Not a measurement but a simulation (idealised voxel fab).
process module | voxel self aligned vias
cross-section cut | 270 nm wide | cells 5 nm
A cross-section is a grid of square cells, given in bands from the top down. A band is one or more rows of cells.
Each band's line starts with the height of the band's top and of its bottom, in nm. Then come its materials from left to right, each with its width in nm. One material with "throughout" fills the band from edge to edge. "air" is empty space.
Height 0 is the level under which the wafer as received is all one material. The lowest band goes on downwards, as in "0 down".
A width such as "30 to 40" changes by the same amount from each row of cells to the next, from the band's top row to its bottom row.
"no change" after a step means that no cell of the cross-section changed.
closed voids: empty space of 8 cells or more with no open way to the top, each as width x height at its distance from the left edge, in nm
after a step's settings: what the simulator itself notes on the step
overlay nm, on a step with a mask: how far to the right of its planned place the mask lay; to the left if negative
plan
1 op RECEIVE | material Si
2 op CONFORMAL_DEP | material SiO2 | thk nm 15
3 op CONFORMAL_DEP | material SiCN | thk nm 5
4 op DIRECTIONAL_DEP | material SiO2 | thk nm 30
5 op DIRECTIONAL_DEP | material aC | thk nm 10
6 op PATTERN | tone open | mask id LINES | material resist | width nm 30 | pitch nm 65 | thk nm 30 | overlay nm 0
7 op DIRECTIONAL_ETCH | etch materials aC | depth nm 10
8 op STRIP | etch materials resist
9 op DIRECTIONAL_ETCH | etch materials SiO2 | depth nm 30
10 op STRIP | etch materials aC
11 op CONFORMAL_DEP | material TiN | thk nm 5
12 op FILL_DEP | material W | thk nm 5
13 op CMP | height nm 50
14 op SELECTIVE_ETCH | etch materials W Ru TiN | depth nm 5
15 op FILL_DEP | material SiN | thk nm 5
16 op CMP | height nm 50
17 op DIRECTIONAL_DEP | material SiO2 | thk nm 15
18 op MASKED_ETCH | tone open | mask id VIAS | width nm 40 | pitch nm 65 | etch materials SiO2 | depth nm 15 | overlay nm 0
19 op MASKED_ETCH | tone open | mask id VIAS | width nm 40 | pitch nm 65 | etch materials SiN | depth nm 5 | overlay nm 0
20 op CONFORMAL_DEP | material TiN | thk nm 5
21 op FILL_DEP | material W | thk nm 5
22 op CMP | height nm 65
23 op CONFORMAL_DEP | material SiN | thk nm 5
as received, after step 1
  0 down: Si throughout
  closed voids: none
first wafer at the end, as planned
  70 to 65: SiN throughout
  65 to 55: SiO2 50 | TiN 5 | W 30 | TiN 5 | SiO2 25 | TiN 5 | W 30 | TiN 5 | SiO2 25 | TiN 5 | W 30 | TiN 5 | SiO2 50
  55 to 50: SiO2 50 | TiN 10 | W 20 | TiN 10 | SiO2 25 | TiN 10 | W 20 | TiN 10 | SiO2 25 | TiN 10 | W 20 | TiN 10 | SiO2 50
  50 to 45: SiO2 55 | TiN 30 | SiO2 35 | TiN 30 | SiO2 35 | TiN 30 | SiO2 55
  45 to 25: SiO2 55 | TiN 5 | W 20 | TiN 5 | SiO2 35 | TiN 5 | W 20 | TiN 5 | SiO2 35 | TiN 5 | W 20 | TiN 5 | SiO2 55
  25 to 20: SiO2 55 | TiN 30 | SiO2 35 | TiN 30 | SiO2 35 | TiN 30 | SiO2 55
  20 to 15: SiCN throughout
  15 to 0: SiO2 throughout
  0 down: Si throughout
  closed voids: none
second wafer at the end: like start, like plan, one mistake
  70 to 65: SiN throughout
  65 to 50: SiO2 50 | TiN 5 | W 30 | TiN 5 | SiO2 25 | TiN 5 | W 30 | TiN 5 | SiO2 25 | TiN 5 | W 30 | TiN 5 | SiO2 50
  50 to 45: SiO2 50 | TiN 40 | SiO2 25 | TiN 40 | SiO2 25 | TiN 40 | SiO2 50
  45 to 35: SiO2 50 | TiN 10 | W 20 | TiN 10 | SiO2 25 | TiN 10 | W 20 | TiN 10 | SiO2 25 | TiN 10 | W 20 | TiN 10 | SiO2 50
  35 to 25: SiO2 55 | TiN 5 | W 20 | TiN 5 | SiO2 35 | TiN 5 | W 20 | TiN 5 | SiO2 35 | TiN 5 | W 20 | TiN 5 | SiO2 55
  25 to 20: SiO2 55 | TiN 30 | SiO2 35 | TiN 30 | SiO2 35 | TiN 30 | SiO2 55
  20 to 15: SiCN throughout
  15 to 0: SiO2 throughout
  0 down: Si throughout
  closed voids: none
what went wrong: step 18 was run twice
at the end the second wafer has, in cells: 18 fewer of SiO2 | 12 more of TiN | 6 more of W
